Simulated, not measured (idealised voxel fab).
process module | voxel local oxidation
cross-section cut | 160 nm wide | cells 5 nm
A cross-section is a grid of square cells, given in bands from the top down. A band is one or more rows of cells.
Each band's line starts with the height of the band's top and of its bottom, in nm. Then come its materials from left to right, each with its width in nm. One material with "throughout" fills the band from edge to edge. "air" is empty space.
Height 0 is the level under which the wafer as received is all one material. The lowest band goes on downwards, as in "0 down".
A width such as "30 to 40" changes by the same amount from each row of cells to the next, from the band's top row to its bottom row.
"no change" after a step means that no cell of the cross-section changed.
closed voids: empty space of 8 cells or more with no open way to the top, each as width x height at its distance from the left edge, in nm
after a step's settings: what the simulator itself notes on the step
overlay nm, on a step with a mask: how far to the right of its planned place the mask lay; to the left if negative
plan
1 op RECEIVE | material Si
2 op CONFORMAL_DEP | material SiO2 | thk nm 5
3 op CONFORMAL_DEP | material SiN | thk nm 15
4 op DIRECTIONAL_DEP | material aC | thk nm 15
5 op PATTERN | tone cover | mask id ACTIVE | material resist | width nm 100 | thk nm 30 | overlay nm 0
6 op DIRECTIONAL_ETCH | etch materials aC | depth nm 15
7 op STRIP | etch materials resist
8 op DIRECTIONAL_ETCH | etch materials SiN | depth nm 15
9 op STRIP | etch materials aC
10 op SELECTIVE_ETCH | etch materials SiO2 | depth nm 5
11 op OXIDIZE | depth nm 10
12 op STRIP | etch materials SiN
first wafer, as planned
as received, after step 1
  0 down: Si throughout
  closed voids: none
after step 2
  5 to 0: SiO2 throughout
  below 0: unchanged
after step 3
  20 to 5: SiN throughout
  below 5: unchanged
after step 4
  35 to 20: aC throughout
  below 20: unchanged
after step 5
  65 to 35: air 30 | resist 100 | air 30
  below 35: unchanged
after step 6
  50 to 35: air 30 | resist 100 | air 30
  35 to 20: air 30 | aC 100 | air 30
  below 20: unchanged
after step 7
  35 to 20: air 30 | aC 100 | air 30
  below 20: unchanged
after step 8
  35 to 20: air 30 | aC 100 | air 30
  20 to 5: air 30 | SiN 100 | air 30
  below 5: unchanged
after step 9
  20 to 5: air 30 | SiN 100 | air 30
  below 5: unchanged
after step 10
  20 to 5: air 30 | SiN 100 | air 30
  5 to 0: air 35 | SiO2 90 | air 35
  below 0: unchanged
after step 11
  20 to 5: air 30 | SiN 100 | air 30
  5 to 0: air 35 | SiO2 90 | air 35
  0 to -10: SiO2 45 | Si 70 | SiO2 45
  below -10: unchanged
after step 12
  5 to 0: air 35 | SiO2 90 | air 35
  below 0: unchanged
second wafer: like start, like plan, one mistake. Through step 9 it matches the first wafer
when step 10 should have ended
  20 to 5: air 30 | SiN 100 | air 30
  5 to 0: air 45 | SiO2 70 | air 45
  below 0: unchanged
when step 11 should have ended
  20 to 5: air 30 | SiN 100 | air 30
  5 to 0: air 45 | SiO2 70 | air 45
  0 to -10: SiO2 55 | Si 50 | SiO2 55
  below -10: unchanged
when step 12 should have ended
  5 to 0: air 45 | SiO2 70 | air 45
  below 0: unchanged
what went wrong: step 10 ran as: op SELECTIVE_ETCH | etch materials SiO2 | depth nm 15
at the end the second wafer has, in cells: 8 fewer of Si | 4 more of SiO2
